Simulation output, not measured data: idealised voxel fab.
The following is a process module called voxel wiring stack.
The width of the displayed cross-section, cut, is 270 nm; its cells are square, with a size of 5 nm.
This document writes a cross-section as a grid whose cells are square, and gives it as bands, listed from the top down; one or more rows of cells form a band.
Look at the band entry: it leads with the top's height and the bottom's height in nm. Then it lists the materials left to right, with a width in nm for each. The word "all across" on a single material says that material fills the band edge to edge. The word "empty" is empty space.
Basically, 0 is our baseline, since under it the wafer straight out of the box is all one material. The bottom band has no lower end and keeps on going down, so it looks like "0 down".
So if you see something like "30..40" for the width, read it as the top row of the band sitting at the first number and the bottom row at the second, with every row in between moving by the same amount as the last.
You'll sometimes find "remains unaltered" written for a step, and that's the way of saying that nowhere in the cross-section did a cell change during that step.
Heads up: "Voids, sealed" only lists the empty pockets with no open path to the top that are 8 cells or more, and it writes them as width x height at distance, distance from the left edge, in nm.
Post-settings text on a step line: simulator's own remark regarding the step.
The "overlay nm" setting may appear on a step's line; for a step that uses a mask, it gives how far to the right of its planned position the mask lay, and a negative value indicates the left.

Below is the list of planned process steps:
1: RECEIVE: material Si
2: CONFORMAL_DEP: material SiO2, thk nm 10
3: CONFORMAL_DEP: material SiCN, thk nm 5
4: DIRECTIONAL_DEP: material SiO2, thk nm 20
5: DIRECTIONAL_DEP: material aC, thk nm 10
6: PATTERN: tone open, mask id METAL_1, material resist, width nm 20, pitch nm 45, thk nm 30, overlay nm 0
7: DIRECTIONAL_ETCH: etch materials aC, depth nm 10
8: STRIP: etch materials resist
9: DIRECTIONAL_ETCH: etch materials SiO2, depth nm 20
10: DIRECTIONAL_ETCH: etch materials SiCN, depth nm 5
11: STRIP: etch materials aC
12: CONFORMAL_DEP: material TiN, thk nm 5
13: FILL_DEP: material Cu, thk nm 10
14: CMP: height nm 35
15: EPI: material Ru, thk nm 5
16: FILL_DEP: material SiCN, thk nm 5
17: DIRECTIONAL_DEP: material SiO2, thk nm 20
18: PATTERN: tone open, mask id PLUG_1, material resist, width nm 15, thk nm 15, overlay nm 0
19: DIRECTIONAL_ETCH: etch materials SiO2, depth nm 20
20: DIRECTIONAL_ETCH: etch materials SiCN, depth nm 5
21: STRIP: etch materials resist
22: CONFORMAL_DEP: material TiN, thk nm 5
23: FILL_DEP: material Ru, thk nm 5
24: CMP: height nm 65
25: DIRECTIONAL_DEP: material TiN, thk nm 5
26: DIRECTIONAL_DEP: material Ru, thk nm 25
27: MASKED_ETCH: tone cover, mask id METAL_2, width nm 20, pitch nm 45, etch materials Ru, depth nm 25, overlay nm 0
28: MASKED_ETCH: tone cover, mask id METAL_2, width nm 20, pitch nm 45, etch materials TiN, depth nm 5, overlay nm 0
29: CONFORMAL_DEP: material SiN, thk nm 5
30: FILL_DEP: material lowk, thk nm 5
31: CMP: height nm 95
32: CONFORMAL_DEP: material SiCN, thk nm 5
33: DIRECTIONAL_DEP: material SiO2, thk nm 15
34: PATTERN: tone open, mask id PLUG_2, material resist, width nm 15, pitch nm 45, thk nm 15, overlay nm 0
35: DIRECTIONAL_ETCH: etch materials SiO2, depth nm 15
36: DIRECTIONAL_ETCH: etch materials SiCN, depth nm 5
37: STRIP: etch materials resist
38: CONFORMAL_DEP: material TiN, thk nm 5
39: FILL_DEP: material Ru, thk nm 10
40: CMP: height nm 115
41: DIRECTIONAL_DEP: material TiN, thk nm 5
42: DIRECTIONAL_DEP: material Ru, thk nm 15
43: MASKED_ETCH: tone cover, mask id METAL_3, width nm 20, pitch nm 45, etch materials Ru, depth nm 15, overlay nm 0
44: MASKED_ETCH: tone cover, mask id METAL_3, width nm 20, pitch nm 45, etch materials TiN, depth nm 5, overlay nm -15
45: CONFORMAL_DEP: material SiCN, thk nm 5
46: FILL_DEP: material SiO2, thk nm 10
47: CMP: height nm 135
48: CONFORMAL_DEP: material SiCN, thk nm 5
Among the wafers covered here, the point of difference is the overlay nm at step 44; their starting state is shared, and the plan presents the value of the first wafer.

Received wafers, first of several: cross-section after step 1:
	0 down = Si all across
	Voids, sealed: none

Per-wafer rows below. For each material: cells gained (+) or lost (-) since the wafer was received, as of end of module. Then: closed voids:
overlay nm -15, +16 Cu, +86 Ru, +299 SiCN, +66 SiN, +760 SiO2, +75 TiN, +210 lowk, Voids, sealed: none
overlay nm -10, +16 Cu, +86 Ru, +299 SiCN, +66 SiN, +762 SiO2, +73 TiN, +210 lowk, Voids, sealed: none
overlay nm -5, +16 Cu, +86 Ru, +299 SiCN, +66 SiN, +764 SiO2, +71 TiN, +210 lowk, Voids, sealed: none
overlay nm 0, +16 Cu, +86 Ru, +299 SiCN, +66 SiN, +766 SiO2, +69 TiN, +210 lowk, Voids, sealed: none
overlay nm 5, +16 Cu, +86 Ru, +299 SiCN, +66 SiN, +764 SiO2, +71 TiN, +210 lowk, Voids, sealed: none
overlay nm 10, +16 Cu, +86 Ru, +299 SiCN, +66 SiN, +762 SiO2, +73 TiN, +210 lowk, Voids, sealed: none
overlay nm 15, +16 Cu, +86 Ru, +299 SiCN, +66 SiN, +760 SiO2, +75 TiN, +210 lowk, Voids, sealed: none
